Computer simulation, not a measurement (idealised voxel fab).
Process module name: voxel wiring stack
Square cells of 5 nm make up the cross-section cut, whose width is 225 nm.
How to read a cross-section here: the picture is a grid of square cells, written as bands going from the top down, and any band can span one or more rows of cells. First you get the band's top height and its bottom height, in nm, and then the materials it's made of, left to right, with each width in nm. If you see a single material with "all across", that one covers the band edge to edge. "air" is empty space. Heights are reckoned from 0. Under this level, the received wafer is all of one material. The bottommost band is open-ended downward, for example "0 down". Width "30 to 40": first value at the band's top row of cells, second value at its bottom row, equal change from row to row. Given "nothing altered" for a step, no cell of the cross-section differs between before and after that step. "Closed empty spaces" lists enclosed empty spaces (at least 8 cells, no open path upward to the top), each as width x height at distance from the left edge, in nm. If you see something after the settings on a step's line, that's the simulator's own remark about that step. overlay nm: mask right of planned place by this much (step with mask). Neg. = left. The remainder of this document consists of a sequence of paired cross-sections. Each pair presents the cross-section prior to one process step together with the cross-section following it, the latter being rendered only as deep as the lowest band that underwent change. The intervening step, together with its settings, is stated beneath each pair. Because the pairs may originate from different runs of this module on the same starting wafer, a given pair is to be read as continuing from the preceding pair only where its entry headed "Pre-step" so indicates.
## Pre-step
- 0 down | Si all across
- Closed empty spaces: none
## After the Step
- 15 to 0 | SiO2 all across
- Anything lower than 0 is untouched.
- Closed empty spaces: none
Processing between the before and after sections above: CONFORMAL_DEP [material SiO2] [thk nm 15]
Pre-step: the cross-section after the pair above
## After the Step
- 20 to 15 | SiCN all across
- Anything lower than 15 is untouched.
- Closed empty spaces: none
Processing between the before and after sections above: CONFORMAL_DEP [material SiCN] [thk nm 5]
Pre-step: the cross-section after the pair above
## After the Step
- 40 to 20 | lowk all across
- Anything lower than 20 is untouched.
- Closed empty spaces: none
Processing between the before and after sections above: DIRECTIONAL_DEP [material lowk] [thk nm 20]
Pre-step: the cross-section after the pair above
## After the Step
- 50 to 40 | aC all across
- Anything lower than 40 is untouched.
- Closed empty spaces: none
Processing between the before and after sections above: DIRECTIONAL_DEP [material aC] [thk nm 10]
Pre-step: the cross-section after the pair above
## After the Step
- 80 to 50 | 65 resist; 20 air; 15 resist; 20 air; 15 resist; 20 air; 70 resist
- Anything lower than 50 is untouched.
- Closed empty spaces: none
Processing between the before and after sections above: PATTERN [tone open] [mask id METAL_1] [material resist] [width nm 20] [pitch nm 35] [thk nm 30] [overlay nm 0]
Pre-step: the cross-section after the pair above
## After the Step
- 70 to 50 | 65 resist; 20 air; 15 resist; 20 air; 15 resist; 20 air; 70 resist
- 50 to 40 | 65 aC; 20 air; 15 aC; 20 air; 15 aC; 20 air; 70 aC
- Anything lower than 40 is untouched.
- Closed empty spaces: none
Processing between the before and after sections above: DIRECTIONAL_ETCH [etch materials aC] [depth nm 10]
Pre-step: the cross-section after the pair above
## After the Step
- 50 to 40 | 65 aC; 20 air; 15 aC; 20 air; 15 aC; 20 air; 70 aC
- Anything lower than 40 is untouched.
- Closed empty spaces: none
Processing between the before and after sections above: STRIP [etch materials resist]
Pre-step: the cross-section after the pair above
## After the Step
- 50 to 40 | 65 aC; 20 air; 15 aC; 20 air; 15 aC; 20 air; 70 aC
- 40 to 20 | 65 lowk; 20 air; 15 lowk; 20 air; 15 lowk; 20 air; 70 lowk
- Anything lower than 20 is untouched.
- Closed empty spaces: none
Processing between the before and after sections above: DIRECTIONAL_ETCH [etch materials lowk] [depth nm 20]
Pre-step: the cross-section after the pair above
## After the Step
- 50 to 40 | 65 aC; 20 air; 15 aC; 20 air; 15 aC; 20 air; 70 aC
- 40 to 20 | 65 lowk; 20 air; 15 lowk; 20 air; 15 lowk; 20 air; 70 lowk
- 20 to 15 | 65 SiCN; 20 air; 15 SiCN; 20 air; 15 SiCN; 20 air; 70 SiCN
- Anything lower than 15 is untouched.
- Closed empty spaces: none
Processing between the before and after sections above: DIRECTIONAL_ETCH [etch materials SiCN] [depth nm 5]
Pre-step: the cross-section after the pair above
## After the Step
- 40 to 20 | 65 lowk; 20 air; 15 lowk; 20 air; 15 lowk; 20 air; 70 lowk
- Anything lower than 20 is untouched.
- Closed empty spaces: none
Processing between the before and after sections above: STRIP [etch materials aC]
Pre-step: the cross-section after the pair above
## After the Step
- 45 to 40 | 70 TiN; 10 air; 25 TiN; 10 air; 25 TiN; 10 air; 75 TiN
- 40 to 20 | 65 lowk; 5 TiN; 10 air; 5 TiN; 15 lowk; 5 TiN; 10 air; 5 TiN; 15 lowk; 5 TiN; 10 air; 5 TiN; 70 lowk
- 20 to 15 | 65 SiCN; 20 TiN; 15 SiCN; 20 TiN; 15 SiCN; 20 TiN; 70 SiCN
- Anything lower than 15 is untouched.
- Closed empty spaces: none
Processing between the before and after sections above: CONFORMAL_DEP [material TiN] [thk nm 5]
Pre-step: the cross-section after the pair above
## After the Step
- 55 to 45 | Cu all across
- 45 to 40 | 70 TiN; 10 Cu; 25 TiN; 10 Cu; 25 TiN; 10 Cu; 75 TiN
- 40 to 20 | 65 lowk; 5 TiN; 10 Cu; 5 TiN; 15 lowk; 5 TiN; 10 Cu; 5 TiN; 15 lowk; 5 TiN; 10 Cu; 5 TiN; 70 lowk
- Anything lower than 20 is untouched.
- Closed empty spaces: none
Processing between the before and after sections above: FILL_DEP [material Cu] [thk nm 10]
Pre-step: the cross-section after the pair above
## After the Step
- 40 to 20 | 65 lowk; 5 TiN; 10 Cu; 5 TiN; 15 lowk; 5 TiN; 10 Cu; 5 TiN; 15 lowk; 5 TiN; 10 Cu; 5 TiN; 70 lowk
- Anything lower than 20 is untouched.
- Closed empty spaces: none
Processing between the before and after sections above: CMP [height nm 40]
Pre-step: the cross-section after the pair above
## After the Step
- 45 to 40 | SiCN all across
- Anything lower than 40 is untouched.
- Closed empty spaces: none
Processing between the before and after sections above: CONFORMAL_DEP [material SiCN] [thk nm 5]
Pre-step: the cross-section after the pair above
## After the Step
- 75 to 45 | lowk all across
- Anything lower than 45 is untouched.
- Closed empty spaces: none
Processing between the before and after sections above: DIRECTIONAL_DEP [material lowk] [thk nm 30]
Pre-step: the cross-section after the pair above
## After the Step
- 95 to 75 | 65 resist; 20 air; 15 resist; 20 air; 15 resist; 20 air; 70 resist
- Anything lower than 75 is untouched.
- Closed empty spaces: none
Processing between the before and after sections above: PATTERN [tone open] [mask id METAL_2] [material resist] [width nm 20] [pitch nm 35] [thk nm 20] [overlay nm 0]
Pre-step: the cross-section after the pair above
## After the Step
- 95 to 75 | 65 resist; 20 air; 15 resist; 20 air; 15 resist; 20 air; 70 resist
- 75 to 60 | 65 lowk; 20 air; 15 lowk; 20 air; 15 lowk; 20 air; 70 lowk
- Anything lower than 60 is untouched.
- Closed empty spaces: none
Processing between the before and after sections above: DIRECTIONAL_ETCH [etch materials lowk] [depth nm 15]
Pre-step: the cross-section after the pair above
## After the Step
- 75 to 60 | 65 lowk; 20 air; 15 lowk; 20 air; 15 lowk; 20 air; 70 lowk
- Anything lower than 60 is untouched.
- Closed empty spaces: none
Processing between the before and after sections above: STRIP [etch materials resist]
Pre-step: the cross-section after the pair above
## After the Step
- 90 to 75 | 65 resist; 15 air; 20 resist; 15 air; 20 resist; 15 air; 75 resist
- 75 to 60 | 65 lowk; 15 air; 5 resist; 15 lowk; 15 air; 5 resist; 15 lowk; 15 air; 5 resist; 70 lowk
- Anything lower than 60 is untouched.
- Closed empty spaces: none
Processing between the before and after sections above: PATTERN [tone open] [mask id METAL_2_HOLES] [material resist] [width nm 15] [pitch nm 35] [thk nm 15] [overlay nm 0]
Pre-step: the cross-section after the pair above
## After the Step
- 90 to 75 | 65 resist; 15 air; 20 resist; 15 air; 20 resist; 15 air; 75 resist
- 75 to 60 | 65 lowk; 15 air; 5 resist; 15 lowk; 15 air; 5 resist; 15 lowk; 15 air; 5 resist; 70 lowk
- 60 to 45 | 65 lowk; 15 air; 20 lowk; 15 air; 20 lowk; 15 air; 75 lowk
- Anything lower than 45 is untouched.
- Closed empty spaces: none
Processing between the before and after sections above: DIRECTIONAL_ETCH [etch materials lowk] [depth nm 15]
Pre-step: the cross-section after the pair above
## After the Step
- 90 to 75 | 65 resist; 15 air; 20 resist; 15 air; 20 resist; 15 air; 75 resist
- 75 to 60 | 65 lowk; 15 air; 5 resist; 15 lowk; 15 air; 5 resist; 15 lowk; 15 air; 5 resist; 70 lowk
- 60 to 45 | 65 lowk; 15 air; 20 lowk; 15 air; 20 lowk; 15 air; 75 lowk
- 45 to 40 | 65 SiCN; 15 air; 20 SiCN; 15 air; 20 SiCN; 15 air; 75 SiCN
- Anything lower than 40 is untouched.
- Closed empty spaces: none
Processing between the before and after sections above: DIRECTIONAL_ETCH [etch materials SiCN] [depth nm 5]
Pre-step: the cross-section after the pair above
## After the Step
- 75 to 60 | 65 lowk; 20 air; 15 lowk; 20 air; 15 lowk; 20 air; 70 lowk
- Anything lower than 60 is untouched.
- Closed empty spaces: none
Processing between the before and after sections above: STRIP [etch materials resist]
Pre-step: the cross-section after the pair above
## After the Step
- 80 to 75 | 70 TiN; 10 air; 25 TiN; 10 air; 25 TiN; 10 air; 75 TiN
- 75 to 65 | 65 lowk; 5 TiN; 10 air; 5 TiN; 15 lowk; 5 TiN; 10 air; 5 TiN; 15 lowk; 5 TiN; 10 air; 5 TiN; 70 lowk
- 65 to 60 | 65 lowk; 5 TiN; 5 air; 10 TiN; 15 lowk; 5 TiN; 5 air; 10 TiN; 15 lowk; 5 TiN; 5 air; 10 TiN; 70 lowk
- 60 to 45 | 65 lowk; 5 TiN; 5 air; 5 TiN; 20 lowk; 5 TiN; 5 air; 5 TiN; 20 lowk; 5 TiN; 5 air; 5 TiN; 75 lowk
- 45 to 40 | 65 SiCN; 15 TiN; 20 SiCN; 15 TiN; 20 SiCN; 15 TiN; 75 SiCN
- Anything lower than 40 is untouched.
- Closed empty spaces: none
Processing between the before and after sections above: CONFORMAL_DEP [material TiN] [thk nm 5]
Pre-step: the cross-section after the pair above
## After the Step
- 90 to 80 | Ru all across
- 80 to 75 | 70 TiN; 10 Ru; 25 TiN; 10 Ru; 25 TiN; 10 Ru; 75 TiN
- 75 to 65 | 65 lowk; 5 TiN; 10 Ru; 5 TiN; 15 lowk; 5 TiN; 10 Ru; 5 TiN; 15 lowk; 5 TiN; 10 Ru; 5 TiN; 70 lowk
- 65 to 60 | 65 lowk; 5 TiN; 5 Ru; 10 TiN; 15 lowk; 5 TiN; 5 Ru; 10 TiN; 15 lowk; 5 TiN; 5 Ru; 10 TiN; 70 lowk
- 60 to 45 | 65 lowk; 5 TiN; 5 Ru; 5 TiN; 20 lowk; 5 TiN; 5 Ru; 5 TiN; 20 lowk; 5 TiN; 5 Ru; 5 TiN; 75 lowk
- Anything lower than 45 is untouched.
- Closed empty spaces: none
Processing between the before and after sections above: FILL_DEP [material Ru] [thk nm 10]
Pre-step: the cross-section after the pair above
## After the Step
- 75 to 65 | 65 lowk; 5 TiN; 10 Ru; 5 TiN; 15 lowk; 5 TiN; 10 Ru; 5 TiN; 15 lowk; 5 TiN; 10 Ru; 5 TiN; 70 lowk
- Anything lower than 65 is untouched.
- Closed empty spaces: none
Processing between the before and after sections above: CMP [height nm 75]
Pre-step: the cross-section after the pair above
## After the Step
- 80 to 75 | SiCN all across
- Anything lower than 75 is untouched.
- Closed empty spaces: none
Processing between the before and after sections above: CONFORMAL_DEP [material SiCN] [thk nm 5]
Pre-step: the cross-section after the pair above
## After the Step
- 105 to 80 | lowk all across
- Anything lower than 80 is untouched.
- Closed empty spaces: none
Processing between the before and after sections above: DIRECTIONAL_DEP [material lowk] [thk nm 25]
Pre-step: the cross-section after the pair above
## After the Step
- 105 to 90 | 65 lowk; 20 air; 15 lowk; 20 air; 15 lowk; 20 air; 70 lowk
- Anything lower than 90 is untouched.
- Closed empty spaces: none
Processing between the before and after sections above: MASKED_ETCH [tone open] [mask id METAL_3] [width nm 20] [pitch nm 35] [etch materials lowk] [depth nm 15] [overlay nm 0]
Pre-step: the cross-section after the pair above
## After the Step
- 120 to 105 | 65 resist; 15 air; 55 resist; 15 air; 75 resist
- 105 to 90 | 65 lowk; 15 air; 5 resist; 15 lowk; 20 resist; 15 lowk; 15 air; 5 resist; 70 lowk
- Anything lower than 90 is untouched.
- Closed empty spaces: none
Processing between the before and after sections above: PATTERN [tone open] [mask id METAL_3_HOLES] [material resist] [width nm 15] [pitch nm 70] [thk nm 15] [overlay nm 0]
Pre-step: the cross-section after the pair above
## After the Step
- 120 to 105 | 65 resist; 15 air; 55 resist; 15 air; 75 resist
- 105 to 90 | 65 lowk; 15 air; 5 resist; 15 lowk; 20 resist; 15 lowk; 15 air; 5 resist; 70 lowk
- 90 to 80 | 65 lowk; 15 air; 55 lowk; 15 air; 75 lowk
- Anything lower than 80 is untouched.
- Closed empty spaces: none
Processing between the before and after sections above: DIRECTIONAL_ETCH [etch materials lowk] [depth nm 10]
Pre-step: the cross-section after the pair above
## After the Step
- 120 to 105 | 65 resist; 15 air; 55 resist; 15 air; 75 resist
- 105 to 90 | 65 lowk; 15 air; 5 resist; 15 lowk; 20 resist; 15 lowk; 15 air; 5 resist; 70 lowk
- 90 to 80 | 65 lowk; 15 air; 55 lowk; 15 air; 75 lowk
- 80 to 75 | 65 SiCN; 15 air; 55 SiCN; 15 air; 75 SiCN
- Anything lower than 75 is untouched.
- Closed empty spaces: none
Processing between the before and after sections above: DIRECTIONAL_ETCH [etch materials SiCN] [depth nm 5]
Pre-step: the cross-section after the pair above
## After the Step
- 105 to 90 | 65 lowk; 20 air; 15 lowk; 20 air; 15 lowk; 20 air; 70 lowk
- Anything lower than 90 is untouched.
- Closed empty spaces: none
Processing between the before and after sections above: STRIP [etch materials resist]
Pre-step: the cross-section after the pair above
## After the Step
- 110 to 105 | 70 TiN; 10 air; 25 TiN; 10 air; 25 TiN; 10 air; 75 TiN
- 105 to 95 | 65 lowk; 5 TiN; 10 air; 5 TiN; 15 lowk; 5 TiN; 10 air; 5 TiN; 15 lowk; 5 TiN; 10 air; 5 TiN; 70 lowk
- 95 to 90 | 65 lowk; 5 TiN; 5 air; 10 TiN; 15 lowk; 20 TiN; 15 lowk; 5 TiN; 5 air; 10 TiN; 70 lowk
- 90 to 80 | 65 lowk; 5 TiN; 5 air; 5 TiN; 55 lowk; 5 TiN; 5 air; 5 TiN; 75 lowk
- 80 to 75 | 65 SiCN; 15 TiN; 55 SiCN; 15 TiN; 75 SiCN
- Anything lower than 75 is untouched.
- Closed empty spaces: none
Processing between the before and after sections above: CONFORMAL_DEP [material TiN] [thk nm 5]
Pre-step: the cross-section after the pair above
## After the Step
- 120 to 110 | Ru all across
- 110 to 105 | 70 TiN; 10 Ru; 25 TiN; 10 Ru; 25 TiN; 10 Ru; 75 TiN
- 105 to 95 | 65 lowk; 5 TiN; 10 Ru; 5 TiN; 15 lowk; 5 TiN; 10 Ru; 5 TiN; 15 lowk; 5 TiN; 10 Ru; 5 TiN; 70 lowk
- 95 to 90 | 65 lowk; 5 TiN; 5 Ru; 10 TiN; 15 lowk; 20 TiN; 15 lowk; 5 TiN; 5 Ru; 10 TiN; 70 lowk
- 90 to 80 | 65 lowk; 5 TiN; 5 Ru; 5 TiN; 55 lowk; 5 TiN; 5 Ru; 5 TiN; 75 lowk
- Anything lower than 80 is untouched.
- Closed empty spaces: none
Processing between the before and after sections above: FILL_DEP [material Ru] [thk nm 10]
Pre-step: the cross-section after the pair above
## After the Step
- 105 to 95 | 65 lowk; 5 TiN; 10 Ru; 5 TiN; 15 lowk; 5 TiN; 10 Ru; 5 TiN; 15 lowk; 5 TiN; 10 Ru; 5 TiN; 70 lowk
- Anything lower than 95 is untouched.
- Closed empty spaces: none
Processing between the before and after sections above: CMP [height nm 105]
Pre-step: the cross-section after the pair above
## After the Step
- 110 to 105 | SiCN all across
- Anything lower than 105 is untouched.
- Closed empty spaces: none
Processing between the before and after sections above: CONFORMAL_DEP [material SiCN] [thk nm 5]
## Pre-step
- 75 to 60 | 65 lowk; 20 air; 15 lowk; 20 air; 15 lowk; 20 air; 70 lowk
- 60 to 45 | lowk all across
- 45 to 40 | SiCN all across
- 40 to 20 | 65 lowk; 5 TiN; 10 Cu; 5 TiN; 15 lowk; 5 TiN; 10 Cu; 5 TiN; 15 lowk; 5 TiN; 10 Cu; 5 TiN; 70 lowk
- 20 to 15 | 65 SiCN; 20 TiN; 15 SiCN; 20 TiN; 15 SiCN; 20 TiN; 70 SiCN
- 15 to 0 | SiO2 all across
- 0 down | Si all across
- Closed empty spaces: none
## After the Step
- 60 to 45 | 65 lowk; 20 air; 15 lowk; 20 air; 15 lowk; 20 air; 70 lowk
- Anything lower than 45 is untouched.
- Closed empty spaces: none
Processing between the before and after sections above: DIRECTIONAL_ETCH [etch materials lowk] [depth nm 15]
Pre-step: the cross-section after the pair above
## After the Step
- 60 to 45 | 65 lowk; 20 air; 15 lowk; 20 air; 15 lowk; 20 air; 70 lowk
- 45 to 40 | 65 SiCN; 20 air; 15 SiCN; 20 air; 15 SiCN; 20 air; 70 SiCN
- Anything lower than 40 is untouched.
- Closed empty spaces: none
Processing between the before and after sections above: DIRECTIONAL_ETCH [etch materials SiCN] [depth nm 5]
Pre-step: the cross-section after the pair above
## After the Step
- 65 to 60 | 70 TiN; 10 air; 25 TiN; 10 air; 25 TiN; 10 air; 75 TiN
- 60 to 45 | 65 lowk; 5 TiN; 10 air; 5 TiN; 15 lowk; 5 TiN; 10 air; 5 TiN; 15 lowk; 5 TiN; 10 air; 5 TiN; 70 lowk
- 45 to 40 | 65 SiCN; 20 TiN; 15 SiCN; 20 TiN; 15 SiCN; 20 TiN; 70 SiCN
- Anything lower than 40 is untouched.
- Closed empty spaces: none
Processing between the before and after sections above: CONFORMAL_DEP [material TiN] [thk nm 5]
Pre-step: the cross-section after the pair above
## After the Step
- 75 to 65 | Ru all across
- 65 to 60 | 70 TiN; 10 Ru; 25 TiN; 10 Ru; 25 TiN; 10 Ru; 75 TiN
- 60 to 45 | 65 lowk; 5 TiN; 10 Ru; 5 TiN; 15 lowk; 5 TiN; 10 Ru; 5 TiN; 15 lowk; 5 TiN; 10 Ru; 5 TiN; 70 lowk
- Anything lower than 45 is untouched.
- Closed empty spaces: none
Processing between the before and after sections above: FILL_DEP [material Ru] [thk nm 10]
Pre-step: the cross-section after the pair above
## After the Step
- 80 to 75 | SiCN all across
- Anything lower than 75 is untouched.
- Closed empty spaces: none
Processing between the before and after sections above: CONFORMAL_DEP [material SiCN] [thk nm 5]
Pre-step: the cross-section after the pair above
## After the Step
- 105 to 80 | lowk all across
- Anything lower than 80 is untouched.
- Closed empty spaces: none
Processing between the before and after sections above: DIRECTIONAL_DEP [material lowk] [thk nm 25]
Pre-step: the cross-section after the pair above
## After the Step
- 105 to 90 | 65 lowk; 20 air; 15 lowk; 20 air; 15 lowk; 20 air; 70 lowk
- Anything lower than 90 is untouched.
- Closed empty spaces: none
Processing between the before and after sections above: MASKED_ETCH [tone open] [mask id METAL_3] [width nm 20] [pitch nm 35] [etch materials lowk] [depth nm 15] [overlay nm 0]
Pre-step: the cross-section after the pair above
## After the Step
- 120 to 105 | 65 resist; 15 air; 55 resist; 15 air; 75 resist
- 105 to 90 | 65 lowk; 15 air; 5 resist; 15 lowk; 20 resist; 15 lowk; 15 air; 5 resist; 70 lowk
- Anything lower than 90 is untouched.
- Closed empty spaces: none
Processing between the before and after sections above: PATTERN [tone open] [mask id METAL_3_HOLES] [material resist] [width nm 15] [pitch nm 70] [thk nm 15] [overlay nm 0]
Pre-step: the cross-section after the pair above
## After the Step
- 120 to 105 | 65 resist; 15 air; 55 resist; 15 air; 75 resist
- 105 to 90 | 65 lowk; 15 air; 5 resist; 15 lowk; 20 resist; 15 lowk; 15 air; 5 resist; 70 lowk
- 90 to 80 | 65 lowk; 15 air; 55 lowk; 15 air; 75 lowk
- Anything lower than 80 is untouched.
- Closed empty spaces: none
Processing between the before and after sections above: DIRECTIONAL_ETCH [etch materials lowk] [depth nm 10]
Pre-step: the cross-section after the pair above
## After the Step
- 120 to 105 | 65 resist; 15 air; 55 resist; 15 air; 75 resist
- 105 to 90 | 65 lowk; 15 air; 5 resist; 15 lowk; 20 resist; 15 lowk; 15 air; 5 resist; 70 lowk
- 90 to 80 | 65 lowk; 15 air; 55 lowk; 15 air; 75 lowk
- 80 to 75 | 65 SiCN; 15 air; 55 SiCN; 15 air; 75 SiCN
- Anything lower than 75 is untouched.
- Closed empty spaces: none
Processing between the before and after sections above: DIRECTIONAL_ETCH [etch materials SiCN] [depth nm 5]
Pre-step: the cross-section after the pair above
## After the Step
- 105 to 90 | 65 lowk; 20 air; 15 lowk; 20 air; 15 lowk; 20 air; 70 lowk
- Anything lower than 90 is untouched.
- Closed empty spaces: none
Processing between the before and after sections above: STRIP [etch materials resist]
Pre-step: the cross-section after the pair above
## After the Step
- 110 to 105 | 70 TiN; 10 air; 25 TiN; 10 air; 25 TiN; 10 air; 75 TiN
- 105 to 95 | 65 lowk; 5 TiN; 10 air; 5 TiN; 15 lowk; 5 TiN; 10 air; 5 TiN; 15 lowk; 5 TiN; 10 air; 5 TiN; 70 lowk
- 95 to 90 | 65 lowk; 5 TiN; 5 air; 10 TiN; 15 lowk; 20 TiN; 15 lowk; 5 TiN; 5 air; 10 TiN; 70 lowk
- 90 to 80 | 65 lowk; 5 TiN; 5 air; 5 TiN; 55 lowk; 5 TiN; 5 air; 5 TiN; 75 lowk
- 80 to 75 | 65 SiCN; 15 TiN; 55 SiCN; 15 TiN; 75 SiCN
- Anything lower than 75 is untouched.
- Closed empty spaces: none
Processing between the before and after sections above: CONFORMAL_DEP [material TiN] [thk nm 5]
Pre-step: the cross-section after the pair above
## After the Step
- 120 to 110 | Ru all across
- 110 to 105 | 70 TiN; 10 Ru; 25 TiN; 10 Ru; 25 TiN; 10 Ru; 75 TiN
- 105 to 95 | 65 lowk; 5 TiN; 10 Ru; 5 TiN; 15 lowk; 5 TiN; 10 Ru; 5 TiN; 15 lowk; 5 TiN; 10 Ru; 5 TiN; 70 lowk
- 95 to 90 | 65 lowk; 5 TiN; 5 Ru; 10 TiN; 15 lowk; 20 TiN; 15 lowk; 5 TiN; 5 Ru; 10 TiN; 70 lowk
- 90 to 80 | 65 lowk; 5 TiN; 5 Ru; 5 TiN; 55 lowk; 5 TiN; 5 Ru; 5 TiN; 75 lowk
- Anything lower than 80 is untouched.
- Closed empty spaces: none
Processing between the before and after sections above: FILL_DEP [material Ru] [thk nm 10]
Pre-step: the cross-section after the pair above
## After the Step
- 105 to 95 | 65 lowk; 5 TiN; 10 Ru; 5 TiN; 15 lowk; 5 TiN; 10 Ru; 5 TiN; 15 lowk; 5 TiN; 10 Ru; 5 TiN; 70 lowk
- Anything lower than 95 is untouched.
- Closed empty spaces: none
Processing between the before and after sections above: CMP [height nm 105]
Pre-step: the cross-section after the pair above
## After the Step
- 110 to 105 | SiCN all across
- Anything lower than 105 is untouched.
- Closed empty spaces: none
Processing between the before and after sections above: CONFORMAL_DEP [material SiCN] [thk nm 5]
## Pre-step
- 95 to 75 | 65 resist; 20 air; 15 resist; 20 air; 15 resist; 20 air; 70 resist
- 75 to 60 | 65 lowk; 20 air; 15 lowk; 20 air; 15 lowk; 20 air; 70 lowk
- 60 to 45 | lowk all across
- 45 to 40 | SiCN all across
- 40 to 20 | 65 lowk; 5 TiN; 10 Cu; 5 TiN; 15 lowk; 5 TiN; 10 Cu; 5 TiN; 15 lowk; 5 TiN; 10 Cu; 5 TiN; 70 lowk
- 20 to 15 | 65 SiCN; 20 TiN; 15 SiCN; 20 TiN; 15 SiCN; 20 TiN; 70 SiCN
- 15 to 0 | SiO2 all across
- 0 down | Si all across
- Closed empty spaces: none
## After the Step
- 95 to 75 | 65 resist; 20 air; 15 resist; 20 air; 15 resist; 20 air; 70 resist
- 75 to 45 | 65 lowk; 20 air; 15 lowk; 20 air; 15 lowk; 20 air; 70 lowk
- Anything lower than 45 is untouched.
- Closed empty spaces: none
Processing between the before and after sections above: DIRECTIONAL_ETCH [etch materials lowk] [depth nm 15]
Pre-step: the cross-section after the pair above
## After the Step
- 75 to 45 | 65 lowk; 20 air; 15 lowk; 20 air; 15 lowk; 20 air; 70 lowk
- Anything lower than 45 is untouched.
- Closed empty spaces: none
Processing between the before and after sections above: STRIP [etch materials resist]
Pre-step: the cross-section after the pair above
## After the Step
- 90 to 75 | 65 resist; 15 air; 20 resist; 15 air; 20 resist; 15 air; 75 resist
- 75 to 45 | 65 lowk; 15 air; 5 resist; 15 lowk; 15 air; 5 resist; 15 lowk; 15 air; 5 resist; 70 lowk
- Anything lower than 45 is untouched.
- Closed empty spaces: none
Processing between the before and after sections above: PATTERN [tone open] [mask id METAL_2_HOLES] [material resist] [width nm 15] [pitch nm 35] [thk nm 15] [overlay nm 0]
Pre-step: the cross-section after the pair above
## After the Step
- 90 to 75 | 65 resist; 15 air; 20 resist; 15 air; 20 resist; 15 air; 75 resist
- 75 to 45 | 65 lowk; 15 air; 5 resist; 15 lowk; 15 air; 5 resist; 15 lowk; 15 air; 5 resist; 70 lowk
- 45 to 40 | 65 SiCN; 15 air; 20 SiCN; 15 air; 20 SiCN; 15 air; 75 SiCN
- Anything lower than 40 is untouched.
- Closed empty spaces: none
Processing between the before and after sections above: DIRECTIONAL_ETCH [etch materials SiCN] [depth nm 5]
Pre-step: the cross-section after the pair above
## After the Step
- 75 to 45 | 65 lowk; 20 air; 15 lowk; 20 air; 15 lowk; 20 air; 70 lowk
- Anything lower than 45 is untouched.
- Closed empty spaces: none
Processing between the before and after sections above: STRIP [etch materials resist]
Pre-step: the cross-section after the pair above
## After the Step
- 80 to 75 | 70 TiN; 10 air; 25 TiN; 10 air; 25 TiN; 10 air; 75 TiN
- 75 to 50 | 65 lowk; 5 TiN; 10 air; 5 TiN; 15 lowk; 5 TiN; 10 air; 5 TiN; 15 lowk; 5 TiN; 10 air; 5 TiN; 70 lowk
- 50 to 45 | 65 lowk; 5 TiN; 5 air; 10 TiN; 15 lowk; 5 TiN; 5 air; 10 TiN; 15 lowk; 5 TiN; 5 air; 10 TiN; 70 lowk
- 45 to 40 | 65 SiCN; 15 TiN; 20 SiCN; 15 TiN; 20 SiCN; 15 TiN; 75 SiCN
- Anything lower than 40 is untouched.
- Closed empty spaces: none
Processing between the before and after sections above: CONFORMAL_DEP [material TiN] [thk nm 5]
Pre-step: the cross-section after the pair above
## After the Step
- 90 to 80 | Ru all across
- 80 to 75 | 70 TiN; 10 Ru; 25 TiN; 10 Ru; 25 TiN; 10 Ru; 75 TiN
- 75 to 50 | 65 lowk; 5 TiN; 10 Ru; 5 TiN; 15 lowk; 5 TiN; 10 Ru; 5 TiN; 15 lowk; 5 TiN; 10 Ru; 5 TiN; 70 lowk
- 50 to 45 | 65 lowk; 5 TiN; 5 Ru; 10 TiN; 15 lowk; 5 TiN; 5 Ru; 10 TiN; 15 lowk; 5 TiN; 5 Ru; 10 TiN; 70 lowk
- Anything lower than 45 is untouched.
- Closed empty spaces: none
Processing between the before and after sections above: FILL_DEP [material Ru] [thk nm 10]
Pre-step: the cross-section after the pair above
## After the Step
- 75 to 50 | 65 lowk; 5 TiN; 10 Ru; 5 TiN; 15 lowk; 5 TiN; 10 Ru; 5 TiN; 15 lowk; 5 TiN; 10 Ru; 5 TiN; 70 lowk
- Anything lower than 50 is untouched.
- Closed empty spaces: none
Processing between the before and after sections above: CMP [height nm 75]
Pre-step: the cross-section after the pair above
## After the Step
- 80 to 75 | SiCN all across
- Anything lower than 75 is untouched.
- Closed empty spaces: none
Processing between the before and after sections above: CONFORMAL_DEP [material SiCN] [thk nm 5]
Pre-step: the cross-section after the pair above
## After the Step
- 105 to 80 | lowk all across
- Anything lower than 80 is untouched.
- Closed empty spaces: none
Processing between the before and after sections above: DIRECTIONAL_DEP [material lowk] [thk nm 25]
Pre-step: the cross-section after the pair above
## After the Step
- 105 to 90 | 65 lowk; 20 air; 15 lowk; 20 air; 15 lowk; 20 air; 70 lowk
- Anything lower than 90 is untouched.
- Closed empty spaces: none
Processing between the before and after sections above: MASKED_ETCH [tone open] [mask id METAL_3] [width nm 20] [pitch nm 35] [etch materials lowk] [depth nm 15] [overlay nm 0]
Pre-step: the cross-section after the pair above
## After the Step
- 120 to 105 | 65 resist; 15 air; 55 resist; 15 air; 75 resist
- 105 to 90 | 65 lowk; 15 air; 5 resist; 15 lowk; 20 resist; 15 lowk; 15 air; 5 resist; 70 lowk
- Anything lower than 90 is untouched.
- Closed empty spaces: none
Processing between the before and after sections above: PATTERN [tone open] [mask id METAL_3_HOLES] [material resist] [width nm 15] [pitch nm 70] [thk nm 15] [overlay nm 0]
Pre-step: the cross-section after the pair above
## After the Step
- 120 to 105 | 65 resist; 15 air; 55 resist; 15 air; 75 resist
- 105 to 90 | 65 lowk; 15 air; 5 resist; 15 lowk; 20 resist; 15 lowk; 15 air; 5 resist; 70 lowk
- 90 to 80 | 65 lowk; 15 air; 55 lowk; 15 air; 75 lowk
- Anything lower than 80 is untouched.
- Closed empty spaces: none
Processing between the before and after sections above: DIRECTIONAL_ETCH [etch materials lowk] [depth nm 10]
Pre-step: the cross-section after the pair above
## After the Step
- 120 to 105 | 65 resist; 15 air; 55 resist; 15 air; 75 resist
- 105 to 90 | 65 lowk; 15 air; 5 resist; 15 lowk; 20 resist; 15 lowk; 15 air; 5 resist; 70 lowk
- 90 to 80 | 65 lowk; 15 air; 55 lowk; 15 air; 75 lowk
- 80 to 75 | 65 SiCN; 15 air; 55 SiCN; 15 air; 75 SiCN
- Anything lower than 75 is untouched.
- Closed empty spaces: none
Processing between the before and after sections above: DIRECTIONAL_ETCH [etch materials SiCN] [depth nm 5]
Pre-step: the cross-section after the pair above
## After the Step
- 105 to 90 | 65 lowk; 20 air; 15 lowk; 20 air; 15 lowk; 20 air; 70 lowk
- Anything lower than 90 is untouched.
- Closed empty spaces: none
Processing between the before and after sections above: STRIP [etch materials resist]
